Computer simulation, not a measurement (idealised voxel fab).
Proc. module: voxel gate over fins
Xsec cut, 175 nm wide, square cell size 5 nm.
In this document a cross-section is written as a grid of square cells. It is given as a series of bands, listed from the top down, and a band is one or more rows of cells.
For a band, the entry starts with two heights in nm, that of the top and then that of the bottom, and carries on with the band's materials in order from left to right, each alongside its width in nm; the word "throughout" beside a single material means it fills the band edge to edge, and "empty" means empty space.
Ref level 0: as-received wafer is one material below here. Bottom band extends down with no lower bound ("0 nm and below").
The width entry "30..40" should be interpreted row by row: the top row of cells in the band takes the first number, the bottom row takes the second number, and the change between adjacent rows is uniform throughout.
What does "no change occurred" mean for a step? It means no cell of the cross-section changed in that step.
Each empty space that has no open way to the top and spans at least 8 cells appears under "Enclosed voids" as width x height at distance, the distance counted from the left edge, all in nm.
Note: text after step settings on the step line = simulator remark on that step.
overlay nm: step with mask; distance mask lay right of planned place; negative value = left of planned place.

Here's what the planned process steps look like
1 RECEIVE: material Si
2 CONFORMAL_DEP: material SiN, thk nm 10
3 MASKED_ETCH: tone cover, mask id FINS, width nm 15, pitch nm 35, etch materials SiN, depth nm 10, overlay nm 0
4 MASKED_ETCH: tone cover, mask id FINS, width nm 15, pitch nm 35, etch materials Si, depth nm 35, overlay nm 0
5 OXIDIZE: depth nm 5
6 FILL_DEP: material SiO2, thk nm 15
7 CMP: height nm 10
8 SELECTIVE_ETCH: etch materials SiO2, depth nm 20
9 STRIP: etch materials SiN
10 CONFORMAL_DEP: material HfO2, thk nm 5
11 CONFORMAL_DEP: material TiN, thk nm 5
12 FILL_DEP: material W, thk nm 10
13 CMP: height nm 15
14 CONFORMAL_DEP: material SiN, thk nm 10

Here's what the wafer looked like in cross-section when it arrived - that's after step 1
* 0 nm and below = Si throughout
* Enclosed voids: none

Final wafer profile in cross-section after the module, from the same start and plan as above, with one mistake made during processing
* 25 nm to 15 nm = SiN throughout
* 15 nm to 10 nm = W throughout
* 10 nm to 5 nm = 10 of W; 25 of TiN; 10 of W; 25 of TiN; 10 of W; 25 of TiN; 10 of W; 25 of TiN; 35 of W
* 5 nm to 0 nm = 10 of W; 5 of TiN; 15 of HfO2; 20 of TiN; 15 of HfO2; 20 of TiN; 15 of HfO2; 20 of TiN; 15 of HfO2; 15 of TiN; 25 of W
* 0 nm to -5 nm = 15 of TiN; 5 of HfO2; 5 of Si; 15 of HfO2; 10 of TiN; 5 of HfO2; 5 of Si; 15 of HfO2; 10 of TiN; 5 of HfO2; 5 of Si; 15 of HfO2; 10 of TiN; 5 of HfO2; 5 of Si; 15 of HfO2; 30 of TiN
* -5 nm to -10 nm = 20 of HfO2; 15 of Si; 20 of HfO2; 15 of Si; 20 of HfO2; 15 of Si; 20 of HfO2; 15 of Si; 35 of HfO2
* -10 nm to -40 nm = 20 of SiO2; 15 of Si; 20 of SiO2; 15 of Si; 20 of SiO2; 15 of Si; 20 of SiO2; 15 of Si; 35 of SiO2
* -40 nm and below = Si throughout
* Enclosed voids: none
Finding, execution versus plan: step 3 deviated from plan and actually ran as MASKED_ETCH: tone cover, mask id FINS, width nm 15, pitch nm 35, etch materials SiN, depth nm 10, overlay nm -10
